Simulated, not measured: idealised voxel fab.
Name of the process module below: voxel double patterning
185 nm wide, 5 nm square cells: that's cross-section cut.
A cross-section is written here as square cells arranged in a grid, and it is given in bands from the top down, each band taking up one or more rows of cells. Top, bottom (nm), then materials left to right with widths (nm); lone material tagged "all across" fills the whole band edge to edge; "blank" = empty space. Basically, 0 is our baseline, since under it the wafer straight out of the box is all one material. The bottom band has no lower end and keeps on going down, so it looks like "z 0 and below". Width: "30 to 40" (first number = top row, second number = bottom row, same change from row to row of cells). "remained unchanged" (step): cross-section cells unchanged, all of them. The list in "Closed void entries" covers empty spaces of 8 cells or more that cannot reach the top through any open way, and it gives each as width x height at distance; the distance is from the left edge, and width, height and distance are in nm. Read whatever lies past the settings on a step's line as the simulator's own remark about the step. Among the settings permitted on a step's line is "overlay nm"; applied to a step with a mask, it specifies the extent to which the mask lay to the right of its planned position, whereas a negative figure signifies a position to the left.
[These are the steps we planned for the process]
1,op RECEIVE | material Si
2,op CONFORMAL_DEP | material SiO2 | thk nm 5
3,op DIRECTIONAL_DEP | material TiN | thk nm 15
4,op DIRECTIONAL_DEP | material SiN | thk nm 10
5,op DIRECTIONAL_DEP | material aC | thk nm 15
6,op PATTERN | tone open | mask id FIRST | material resist | width nm 15 | pitch nm 50 | thk nm 30 | overlay nm 0
7,op DIRECTIONAL_ETCH | etch materials aC | depth nm 15
8,op STRIP | etch materials resist
9,op DIRECTIONAL_ETCH | etch materials SiN | depth nm 10
10,op STRIP | etch materials aC
11,op PATTERN | tone open | mask id SECOND | material resist | width nm 15 | pitch nm 50 | thk nm 20 | overlay nm -15
12,op DIRECTIONAL_ETCH | etch materials SiN | depth nm 10
13,op STRIP | etch materials resist
14,op DIRECTIONAL_ETCH | etch materials TiN | depth nm 15
15,op STRIP | etch materials SiN
Keep in mind the plan's value for the overlay nm of step 11 comes from the first wafer; the wafers don't share that setting, but they do share the same starting point.
[Cross-section: the first of several wafers in its as-received state, i.e. following step 1]
	z 0 and below | Si all across
	Closed void entries: none
[First of several wafers, sectioned at end of module (last step: step 15)]
	z 20 to 5 | TiN=35, then blank=25, then TiN=25, then blank=25, then TiN=25, then blank=15, then TiN=35
	z 5 to 0 | SiO2 all across
	z 0 and below | Si all across
	Closed void entries: none
[Wafer cross-section (last wafer, module end)]
	z 20 to 5 | TiN=35, then blank=15, then TiN=25, then blank=25, then TiN=25, then blank=25, then TiN=35
	z 5 to 0 | SiO2 all across
	z 0 and below | Si all across
	Closed void entries: none
[For your reference, the table is organized with a row per wafer; each row reflects the wafer at the end of the module, indicating for each material the cells gained (+) or lost (-) since receipt, and thereafter its closed voids]
overlay nm -15 | +37 SiO2 | +72 TiN | Closed void entries: none
overlay nm -10 | +37 SiO2 | +66 TiN | Closed void entries: none
overlay nm -5 | +37 SiO2 | +66 TiN | Closed void entries: none
overlay nm 0 | +37 SiO2 | +66 TiN | Closed void entries: none
overlay nm 5 | +37 SiO2 | +66 TiN | Closed void entries: none
overlay nm 10 | +37 SiO2 | +66 TiN | Closed void entries: none
overlay nm 15 | +37 SiO2 | +72 TiN | Closed void entries: none
